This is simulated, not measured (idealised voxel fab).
process module | voxel double patterning
cross-section cut | 285 nm wide | cells 5 nm
A cross-section is a grid of square cells, given in bands from the top down. A band is one or more rows of cells.
Each band's line starts with the height of the band's top and of its bottom, in nm. Then come its materials from left to right, each with its width in nm. One material with "throughout" fills the band from edge to edge. "air" is empty space.
Height 0 is the level under which the wafer as received is all one material. The lowest band goes on downwards, as in "0 down".
A width such as "30 to 40" changes by the same amount from each row of cells to the next, from the band's top row to its bottom row.
"no change" after a step means that no cell of the cross-section changed.
closed voids: empty space of 8 cells or more with no open way to the top, each as width x height at its distance from the left edge, in nm
after a step's settings: what the simulator itself notes on the step
overlay nm, on a step with a mask: how far to the right of its planned place the mask lay; to the left if negative
plan
1 op RECEIVE | material Si
2 op CONFORMAL_DEP | material SiO2 | thk nm 5
3 op DIRECTIONAL_DEP | material W | thk nm 10
4 op DIRECTIONAL_DEP | material SiCN | thk nm 10
5 op MASKED_ETCH | tone open | mask id FIRST | width nm 15 | pitch nm 50 | etch materials SiCN | depth nm 10 | overlay nm -15
6 op DIRECTIONAL_DEP | material aC | thk nm 15
7 op PATTERN | tone open | mask id SECOND | material resist | width nm 15 | thk nm 30 | overlay nm 0
8 op DIRECTIONAL_ETCH | etch materials aC | depth nm 15
9 op STRIP | etch materials resist
10 op DIRECTIONAL_ETCH | etch materials SiCN | depth nm 10
11 op STRIP | etch materials aC
12 op DIRECTIONAL_ETCH | etch materials W | depth nm 10
13 op STRIP | etch materials SiCN
varied across the wafers: overlay nm of step 5. The plan shows the first wafer's value. All wafers start alike
first wafer as received, after step 1
  0 down: Si throughout
  closed voids: none
each wafer at the end: cells of each material gained (+) or lost (-) since it was received, then its closed voids
overlay nm -15 | +57 SiO2 | +98 W | closed voids: none
overlay nm -10 | +57 SiO2 | +96 W | closed voids: none
overlay nm -5 | +57 SiO2 | +96 W | closed voids: none
overlay nm 0 | +57 SiO2 | +96 W | closed voids: none
overlay nm 5 | +57 SiO2 | +96 W | closed voids: none
overlay nm 10 | +57 SiO2 | +96 W | closed voids: none
overlay nm 15 | +57 SiO2 | +98 W | closed voids: none
